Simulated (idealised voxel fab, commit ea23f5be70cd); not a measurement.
process module | voxel tone inversion
cross-section cut | 225 nm wide | cells 5 nm
A cross-section is a grid of square cells, given in bands from the top down. A band is one or more rows of cells.
Each band's line starts with the height of the band's top and of its bottom, in nm. Then come its materials from left to right, each with its width in nm. One material with "throughout" fills the band from edge to edge. "air" is empty space.
Height 0 is the level under which the wafer as received is all one material. The lowest band goes on downwards, as in "0 down".
A width such as "30 to 40" changes by the same amount from each row of cells to the next, from the band's top row to its bottom row.
"no change" after a step means that no cell of the cross-section changed.
closed voids: empty space of 8 cells or more with no open way to the top, each as width x height at its distance from the left edge, in nm
after a step's settings: what the simulator itself notes on the step
overlay nm, on a step with a mask: how far to the right of its planned place the mask lay; to the left if negative
plan
1 op RECEIVE | material Si
2 op CONFORMAL_DEP | material SiCN | thk nm 10
3 op DIRECTIONAL_DEP | material aC | thk nm 15
4 op PATTERN | tone cover | mask id POSTS | material resist | width nm 20 | pitch nm 40 | thk nm 20 | overlay nm 0
5 op DIRECTIONAL_ETCH | etch materials aC | depth nm 15
6 op STRIP | etch materials resist
7 op FILL_DEP | material SiO2 | thk nm 10
8 op CMP | height nm 25
9 op STRIP | etch materials aC
10 op CONFORMAL_DEP | material TiN | thk nm 5
11 op FILL_DEP | material W | thk nm 10
12 op CMP | height nm 25
13 op CONFORMAL_DEP | material SiN | thk nm 5
first wafer, as planned
as received, after step 1
  0 down: Si throughout
  closed voids: none
after step 2
  10 to 0: SiCN throughout
  below 0: unchanged
after step 3
  25 to 10: aC throughout
  below 10: unchanged
after step 4
  45 to 25: air 40 | resist 20 | air 20 | resist 20 | air 20 | resist 20 | air 20 | resist 20 | air 45
  below 25: unchanged
after step 5
  30 to 25: air 40 | resist 20 | air 20 | resist 20 | air 20 | resist 20 | air 20 | resist 20 | air 45
  25 to 10: air 40 | aC 20 | air 20 | aC 20 | air 20 | aC 20 | air 20 | aC 20 | air 45
  below 10: unchanged
after step 6
  25 to 10: air 40 | aC 20 | air 20 | aC 20 | air 20 | aC 20 | air 20 | aC 20 | air 45
  below 10: unchanged
after step 7
  35 to 25: SiO2 throughout
  25 to 10: SiO2 40 | aC 20 | SiO2 20 | aC 20 | SiO2 20 | aC 20 | SiO2 20 | aC 20 | SiO2 45
  below 10: unchanged
after step 8
  25 to 10: SiO2 40 | aC 20 | SiO2 20 | aC 20 | SiO2 20 | aC 20 | SiO2 20 | aC 20 | SiO2 45
  below 10: unchanged
after step 9
  25 to 10: SiO2 40 | air 20 | SiO2 20 | air 20 | SiO2 20 | air 20 | SiO2 20 | air 20 | SiO2 45
  below 10: unchanged
after step 10
  30 to 25: TiN 45 | air 10 | TiN 30 | air 10 | TiN 30 | air 10 | TiN 30 | air 10 | TiN 50
  25 to 15: SiO2 40 | TiN 5 | air 10 | TiN 5 | SiO2 20 | TiN 5 | air 10 | TiN 5 | SiO2 20 | TiN 5 | air 10 | TiN 5 | SiO2 20 | TiN 5 | air 10 | TiN 5 | SiO2 45
  15 to 10: SiO2 40 | TiN 20 | SiO2 20 | TiN 20 | SiO2 20 | TiN 20 | SiO2 20 | TiN 20 | SiO2 45
  below 10: unchanged
after step 11
  40 to 30: W throughout
  30 to 25: TiN 45 | W 10 | TiN 30 | W 10 | TiN 30 | W 10 | TiN 30 | W 10 | TiN 50
  25 to 15: SiO2 40 | TiN 5 | W 10 | TiN 5 | SiO2 20 | TiN 5 | W 10 | TiN 5 | SiO2 20 | TiN 5 | W 10 | TiN 5 | SiO2 20 | TiN 5 | W 10 | TiN 5 | SiO2 45
  below 15: unchanged
after step 12
  25 to 15: SiO2 40 | TiN 5 | W 10 | TiN 5 | SiO2 20 | TiN 5 | W 10 | TiN 5 | SiO2 20 | TiN 5 | W 10 | TiN 5 | SiO2 20 | TiN 5 | W 10 | TiN 5 | SiO2 45
  below 15: unchanged
after step 13
  30 to 25: SiN throughout
  below 25: unchanged
second wafer: like start, like plan, one mistake. Through step 3 it matches the first wafer
when step 4 should have ended
  45 to 25: resist 40 | air 20 | resist 20 | air 20 | resist 20 | air 20 | resist 20 | air 20 | resist 45
  below 25: unchanged
when step 5 should have ended
  30 to 25: resist 40 | air 20 | resist 20 | air 20 | resist 20 | air 20 | resist 20 | air 20 | resist 45
  25 to 10: aC 40 | air 20 | aC 20 | air 20 | aC 20 | air 20 | aC 20 | air 20 | aC 45
  below 10: unchanged
when step 6 should have ended
  25 to 10: aC 40 | air 20 | aC 20 | air 20 | aC 20 | air 20 | aC 20 | air 20 | aC 45
  below 10: unchanged
when step 7 should have ended
  35 to 25: SiO2 throughout
  25 to 10: aC 40 | SiO2 20 | aC 20 | SiO2 20 | aC 20 | SiO2 20 | aC 20 | SiO2 20 | aC 45
  below 10: unchanged
when step 8 should have ended
  25 to 10: aC 40 | SiO2 20 | aC 20 | SiO2 20 | aC 20 | SiO2 20 | aC 20 | SiO2 20 | aC 45
  below 10: unchanged
when step 9 should have ended
  25 to 10: air 40 | SiO2 20 | air 20 | SiO2 20 | air 20 | SiO2 20 | air 20 | SiO2 20 | air 45
  below 10: unchanged
when step 10 should have ended
  30 to 25: air 35 | TiN 30 | air 10 | TiN 30 | air 10 | TiN 30 | air 10 | TiN 30 | air 40
  25 to 15: air 35 | TiN 5 | SiO2 20 | TiN 5 | air 10 | TiN 5 | SiO2 20 | TiN 5 | air 10 | TiN 5 | SiO2 20 | TiN 5 | air 10 | TiN 5 | SiO2 20 | TiN 5 | air 40
  15 to 10: TiN 40 | SiO2 20 | TiN 20 | SiO2 20 | TiN 20 | SiO2 20 | TiN 20 | SiO2 20 | TiN 45
  below 10: unchanged
when step 11 should have ended
  40 to 30: W throughout
  30 to 25: W 35 | TiN 30 | W 10 | TiN 30 | W 10 | TiN 30 | W 10 | TiN 30 | W 40
  25 to 15: W 35 | TiN 5 | SiO2 20 | TiN 5 | W 10 | TiN 5 | SiO2 20 | TiN 5 | W 10 | TiN 5 | SiO2 20 | TiN 5 | W 10 | TiN 5 | SiO2 20 | TiN 5 | W 40
  below 15: unchanged
when step 12 should have ended
  25 to 15: W 35 | TiN 5 | SiO2 20 | TiN 5 | W 10 | TiN 5 | SiO2 20 | TiN 5 | W 10 | TiN 5 | SiO2 20 | TiN 5 | W 10 | TiN 5 | SiO2 20 | TiN 5 | W 40
  below 15: unchanged
when step 13 should have ended
  30 to 25: SiN throughout
  below 25: unchanged
what went wrong: step 4 ran as: op PATTERN | tone open | mask id POSTS | material resist | width nm 20 | pitch nm 40 | thk nm 20 | overlay nm 0
at the end the second wafer has, in cells: 39 fewer of SiO2 | 13 more of TiN | 26 more of W
